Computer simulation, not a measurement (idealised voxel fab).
process module | voxel capacitor over wiring
cross-section cut | 185 nm wide | cells 5 nm
A cross-section is a grid of square cells, given in bands from the top down. A band is one or more rows of cells.
Each band's line starts with the height of the band's top and of its bottom, in nm. Then come its materials from left to right, each with its width in nm. One material with "throughout" fills the band from edge to edge. "air" is empty space.
Height 0 is the level under which the wafer as received is all one material. The lowest band goes on downwards, as in "0 down".
A width such as "30 to 40" changes by the same amount from each row of cells to the next, from the band's top row to its bottom row.
"no change" after a step means that no cell of the cross-section changed.
closed voids: empty space of 8 cells or more with no open way to the top, each as width x height at its distance from the left edge, in nm
after a step's settings: what the simulator itself notes on the step
overlay nm, on a step with a mask: how far to the right of its planned place the mask lay; to the left if negative
plan
1 op RECEIVE | material Si
2 op CONFORMAL_DEP | material SiO2 | thk nm 15
3 op DIRECTIONAL_DEP | material TiN | thk nm 5
4 op DIRECTIONAL_DEP | material Ru | thk nm 15
5 op MASKED_ETCH | tone cover | mask id METAL_1 | width nm 30 | pitch nm 100 | etch materials Ru | depth nm 15 | overlay nm 0
6 op MASKED_ETCH | tone cover | mask id METAL_1 | width nm 30 | pitch nm 100 | etch materials TiN | depth nm 5 | overlay nm 0
7 op FILL_DEP | material SiO2 | thk nm 5
8 op CMP | height nm 35
9 op CONFORMAL_DEP | material SiCN | thk nm 5
10 op DIRECTIONAL_DEP | material lowk | thk nm 15
11 op DIRECTIONAL_DEP | material aC | thk nm 15
12 op PATTERN | tone open | mask id PLUG_1 | material resist | width nm 15 | thk nm 35 | overlay nm 0
13 op DIRECTIONAL_ETCH | etch materials aC | depth nm 15
14 op STRIP | etch materials resist
15 op DIRECTIONAL_ETCH | etch materials lowk | depth nm 15
16 op DIRECTIONAL_ETCH | etch materials SiCN | depth nm 5
17 op STRIP | etch materials aC
18 op CONFORMAL_DEP | material TiN | thk nm 5
19 op FILL_DEP | material Cu | thk nm 5
20 op CMP | height nm 55
21 op DIRECTIONAL_DEP | material TiN | thk nm 10
22 op DIRECTIONAL_DEP | material HfO2 | thk nm 5
23 op DIRECTIONAL_DEP | material TiN | thk nm 5
24 op DIRECTIONAL_DEP | material aC | thk nm 10
25 op PATTERN | tone cover | mask id UPPER_PLATE | material resist | width nm 75 | thk nm 30 | overlay nm 0
26 op DIRECTIONAL_ETCH | etch materials aC | depth nm 10
27 op STRIP | etch materials resist
28 op DIRECTIONAL_ETCH | etch materials TiN | depth nm 5
29 op DIRECTIONAL_ETCH | etch materials HfO2 | depth nm 5
30 op STRIP | etch materials aC
31 op DIRECTIONAL_DEP | material aC | thk nm 15
32 op PATTERN | tone cover | mask id LOWER_PLATE | material resist | width nm 85 | thk nm 30 | overlay nm 0
33 op DIRECTIONAL_ETCH | etch materials aC | depth nm 15
34 op STRIP | etch materials resist
35 op DIRECTIONAL_ETCH | etch materials TiN | depth nm 10
36 op STRIP | etch materials aC
37 op FILL_DEP | material SiO2 | thk nm 20
38 op CMP | height nm 90
39 op MASKED_ETCH | tone open | mask id PLUG_2 | width nm 15 | etch materials SiO2 | depth nm 15 | overlay nm 0
40 op CONFORMAL_DEP | material TiN | thk nm 5
41 op FILL_DEP | material Ru | thk nm 5
42 op CMP | height nm 90
43 op CONFORMAL_DEP | material SiCN | thk nm 5
first wafer, as planned
as received, after step 1
  0 down: Si throughout
  closed voids: none
after step 2
  15 to 0: SiO2 throughout
  below 0: unchanged
after step 3
  20 to 15: TiN throughout
  below 15: unchanged
after step 4
  35 to 20: Ru throughout
  below 20: unchanged
after step 5
  35 to 20: air 25 | Ru 30 | air 70 | Ru 30 | air 30
  below 20: unchanged
after step 6
  35 to 20: air 25 | Ru 30 | air 70 | Ru 30 | air 30
  20 to 15: air 25 | TiN 30 | air 70 | TiN 30 | air 30
  below 15: unchanged
after step 7
  40 to 35: SiO2 throughout
  35 to 20: SiO2 25 | Ru 30 | SiO2 70 | Ru 30 | SiO2 30
  20 to 15: SiO2 25 | TiN 30 | SiO2 70 | TiN 30 | SiO2 30
  below 15: unchanged
after step 8
  35 to 20: SiO2 25 | Ru 30 | SiO2 70 | Ru 30 | SiO2 30
  below 20: unchanged
after step 9
  40 to 35: SiCN throughout
  below 35: unchanged
after step 10
  55 to 40: lowk throughout
  below 40: unchanged
after step 11
  70 to 55: aC throughout
  below 55: unchanged
after step 12
  105 to 70: resist 40 | air 15 | resist 130
  below 70: unchanged
after step 13
  90 to 70: resist 40 | air 15 | resist 130
  70 to 55: aC 40 | air 15 | aC 130
  below 55: unchanged
after step 14
  70 to 55: aC 40 | air 15 | aC 130
  below 55: unchanged
after step 15
  70 to 55: aC 40 | air 15 | aC 130
  55 to 40: lowk 40 | air 15 | lowk 130
  below 40: unchanged
after step 16
  70 to 55: aC 40 | air 15 | aC 130
  55 to 40: lowk 40 | air 15 | lowk 130
  40 to 35: SiCN 40 | air 15 | SiCN 130
  below 35: unchanged
after step 17
  55 to 40: lowk 40 | air 15 | lowk 130
  below 40: unchanged
after step 18
  60 to 55: TiN 45 | air 5 | TiN 135
  55 to 40: lowk 40 | TiN 5 | air 5 | TiN 5 | lowk 130
  40 to 35: SiCN 40 | TiN 15 | SiCN 130
  below 35: unchanged
after step 19
  65 to 60: Cu throughout
  60 to 55: TiN 45 | Cu 5 | TiN 135
  55 to 40: lowk 40 | TiN 5 | Cu 5 | TiN 5 | lowk 130
  below 40: unchanged
after step 20
  55 to 40: lowk 40 | TiN 5 | Cu 5 | TiN 5 | lowk 130
  below 40: unchanged
after step 21
  65 to 55: TiN throughout
  below 55: unchanged
after step 22
  70 to 65: HfO2 throughout
  below 65: unchanged
after step 23
  75 to 70: TiN throughout
  below 70: unchanged
after step 24
  85 to 75: aC throughout
  below 75: unchanged
after step 25
  115 to 85: air 40 | resist 75 | air 70
  below 85: unchanged
after step 26
  105 to 85: air 40 | resist 75 | air 70
  85 to 75: air 40 | aC 75 | air 70
  below 75: unchanged
after step 27
  85 to 75: air 40 | aC 75 | air 70
  below 75: unchanged
after step 28
  85 to 75: air 40 | aC 75 | air 70
  75 to 70: air 40 | TiN 75 | air 70
  below 70: unchanged
after step 29
  85 to 75: air 40 | aC 75 | air 70
  75 to 70: air 40 | TiN 75 | air 70
  70 to 65: air 40 | HfO2 75 | air 70
  below 65: unchanged
after step 30
  75 to 70: air 40 | TiN 75 | air 70
  below 70: unchanged
after step 31
  90 to 80: air 40 | aC 75 | air 70
  80 to 75: aC throughout
  75 to 70: aC 40 | TiN 75 | aC 70
  70 to 65: aC 40 | HfO2 75 | aC 70
  below 65: unchanged
after step 32
  120 to 90: air 35 | resist 85 | air 65
  90 to 80: air 35 | resist 5 | aC 75 | resist 5 | air 65
  below 80: unchanged
after step 33
  105 to 90: air 35 | resist 85 | air 65
  90 to 80: air 35 | resist 5 | aC 75 | resist 5 | air 65
  80 to 75: air 35 | aC 85 | air 65
  75 to 70: air 35 | aC 5 | TiN 75 | aC 5 | air 65
  70 to 65: air 35 | aC 5 | HfO2 75 | aC 5 | air 65
  below 65: unchanged
after step 34
  90 to 80: air 40 | aC 75 | air 70
  below 80: unchanged
after step 35
  90 to 80: air 40 | aC 75 | air 70
  80 to 75: air 35 | aC 85 | air 65
  75 to 70: air 35 | aC 5 | TiN 75 | aC 5 | air 65
  70 to 65: air 35 | aC 5 | HfO2 75 | aC 5 | air 65
  65 to 55: air 35 | TiN 85 | air 65
  below 55: unchanged
after step 36
  75 to 70: air 40 | TiN 75 | air 70
  70 to 65: air 40 | HfO2 75 | air 70
  below 65: unchanged
after step 37
  95 to 75: SiO2 throughout
  75 to 70: SiO2 40 | TiN 75 | SiO2 70
  70 to 65: SiO2 40 | HfO2 75 | SiO2 70
  65 to 55: SiO2 35 | TiN 85 | SiO2 65
  below 55: unchanged
after step 38
  90 to 75: SiO2 throughout
  below 75: unchanged
after step 39
  90 to 75: SiO2 50 | air 15 | SiO2 120
  below 75: unchanged
after step 40
  95 to 90: TiN 55 | air 5 | TiN 125
  90 to 80: SiO2 50 | TiN 5 | air 5 | TiN 5 | SiO2 120
  80 to 70: SiO2 50 to 40 | TiN 15 to 75 | SiO2 120 to 70
  below 70: unchanged
after step 41
  100 to 95: Ru throughout
  95 to 90: TiN 55 | Ru 5 | TiN 125
  90 to 80: SiO2 50 | TiN 5 | Ru 5 | TiN 5 | SiO2 120
  below 80: unchanged
after step 42
  90 to 80: SiO2 50 | TiN 5 | Ru 5 | TiN 5 | SiO2 120
  below 80: unchanged
after step 43
  95 to 90: SiCN throughout
  below 90: unchanged
second wafer: like start, like plan, one mistake. Through step 38 it matches the first wafer
when step 39 should have ended
  90 to 75: SiO2 45 | air 25 | SiO2 115
  below 75: unchanged
when step 40 should have ended
  95 to 90: TiN 50 | air 15 | TiN 120
  90 to 80: SiO2 45 | TiN 5 | air 15 | TiN 5 | SiO2 115
  80 to 70: SiO2 45 to 40 | TiN 25 to 75 | SiO2 115 to 70
  below 70: unchanged
when step 41 should have ended
  100 to 95: Ru throughout
  95 to 90: TiN 50 | Ru 15 | TiN 120
  90 to 80: SiO2 45 | TiN 5 | Ru 15 | TiN 5 | SiO2 115
  below 80: unchanged
when step 42 should have ended
  90 to 80: SiO2 45 | TiN 5 | Ru 15 | TiN 5 | SiO2 115
  below 80: unchanged
when step 43 should have ended
  95 to 90: SiCN throughout
  below 90: unchanged
what went wrong: step 39 ran as: op MASKED_ETCH | tone open | mask id PLUG_2 | width nm 25 | etch materials SiO2 | depth nm 15 | overlay nm 0
at the end the second wafer has, in cells: 4 more of Ru | 6 fewer of SiO2 | 2 more of TiN
